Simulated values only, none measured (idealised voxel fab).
process module | voxel ribs on slabs
cross-section cut | 270 nm wide | cells 5 nm
A cross-section is a grid of square cells, given in bands from the top down. A band is one or more rows of cells.
Each band's line starts with the height of the band's top and of its bottom, in nm. Then come its materials from left to right, each with its width in nm. One material with "throughout" fills the band from edge to edge. "air" is empty space.
Height 0 is the level under which the wafer as received is all one material. The lowest band goes on downwards, as in "0 down".
A width such as "30 to 40" changes by the same amount from each row of cells to the next, from the band's top row to its bottom row.
"no change" after a step means that no cell of the cross-section changed.
closed voids: empty space of 8 cells or more with no open way to the top, each as width x height at its distance from the left edge, in nm
after a step's settings: what the simulator itself notes on the step
overlay nm, on a step with a mask: how far to the right of its planned place the mask lay; to the left if negative
plan
1 op RECEIVE | material Si
2 op DIRECTIONAL_DEP | material SiO2 | thk nm 25
3 op DIRECTIONAL_DEP | material SiN | thk nm 20
4 op PATTERN | tone cover | mask id RIB | material resist | width nm 15 | thk nm 20 | overlay nm 0
5 op DIRECTIONAL_ETCH | etch materials SiN | depth nm 5
6 op STRIP | etch materials resist
7 op PATTERN | tone cover | mask id SLAB | material resist | width nm 75 | thk nm 20 | overlay nm 0
8 op DIRECTIONAL_ETCH | etch materials SiN | depth nm 15
9 op STRIP | etch materials resist
10 op FILL_DEP | material SiO2 | thk nm 25
11 op CMP | height nm 60
12 op DIRECTIONAL_DEP | material W | thk nm 5
13 op MASKED_ETCH | tone cover | mask id HEATER | width nm 25 | etch materials W | depth nm 5 | overlay nm 0
14 op CONFORMAL_DEP | material SiO2 | thk nm 5
first wafer, as planned
as received, after step 1
  0 down: Si throughout
  closed voids: none
after step 2
  25 to 0: SiO2 throughout
  below 0: unchanged
after step 3
  45 to 25: SiN throughout
  below 25: unchanged
after step 4
  65 to 45: air 125 | resist 15 | air 130
  below 45: unchanged
after step 5
  65 to 45: air 125 | resist 15 | air 130
  45 to 40: air 125 | SiN 15 | air 130
  below 40: unchanged
after step 6
  45 to 40: air 125 | SiN 15 | air 130
  below 40: unchanged
after step 7
  65 to 45: air 95 | resist 75 | air 100
  45 to 40: air 95 | resist 30 | SiN 15 | resist 30 | air 100
  below 40: unchanged
after step 8
  65 to 45: air 95 | resist 75 | air 100
  45 to 40: air 95 | resist 30 | SiN 15 | resist 30 | air 100
  40 to 25: air 95 | SiN 75 | air 100
  below 25: unchanged
after step 9
  45 to 40: air 125 | SiN 15 | air 130
  below 40: unchanged
after step 10
  70 to 45: SiO2 throughout
  45 to 40: SiO2 125 | SiN 15 | SiO2 130
  40 to 25: SiO2 95 | SiN 75 | SiO2 100
  below 25: unchanged
after step 11
  60 to 45: SiO2 throughout
  below 45: unchanged
after step 12
  65 to 60: W throughout
  below 60: unchanged
after step 13
  65 to 60: air 120 | W 25 | air 125
  below 60: unchanged
after step 14
  70 to 65: air 115 | SiO2 35 | air 120
  65 to 60: SiO2 120 | W 25 | SiO2 125
  below 60: unchanged
second wafer: like start, like plan, one mistake. Through step 1 it matches the first wafer
when step 2 should have ended
  20 to 0: SiO2 throughout
  below 0: unchanged
when step 3 should have ended
  40 to 20: SiN throughout
  below 20: unchanged
when step 4 should have ended
  60 to 40: air 125 | resist 15 | air 130
  below 40: unchanged
when step 5 should have ended
  60 to 40: air 125 | resist 15 | air 130
  40 to 35: air 125 | SiN 15 | air 130
  below 35: unchanged
when step 6 should have ended
  40 to 35: air 125 | SiN 15 | air 130
  below 35: unchanged
when step 7 should have ended
  60 to 40: air 95 | resist 75 | air 100
  40 to 35: air 95 | resist 30 | SiN 15 | resist 30 | air 100
  below 35: unchanged
when step 8 should have ended
  60 to 40: air 95 | resist 75 | air 100
  40 to 35: air 95 | resist 30 | SiN 15 | resist 30 | air 100
  35 to 20: air 95 | SiN 75 | air 100
  below 20: unchanged
when step 9 should have ended
  40 to 35: air 125 | SiN 15 | air 130
  below 35: unchanged
when step 10 should have ended
  65 to 40: SiO2 throughout
  40 to 35: SiO2 125 | SiN 15 | SiO2 130
  35 to 20: SiO2 95 | SiN 75 | SiO2 100
  below 20: unchanged
when step 11 should have ended
  60 to 40: SiO2 throughout
  below 40: unchanged
when step 12 should have ended
  65 to 60: W throughout
  below 60: unchanged
when step 13 should have ended
  65 to 60: air 120 | W 25 | air 125
  below 60: unchanged
when step 14 should have ended
  70 to 65: air 115 | SiO2 35 | air 120
  65 to 60: SiO2 120 | W 25 | SiO2 125
  below 60: unchanged
what went wrong: step 2 ran as: op DIRECTIONAL_DEP | material SiO2 | thk nm 20
at the end the second wafer has, in cells: as many of each material as the first, in other places
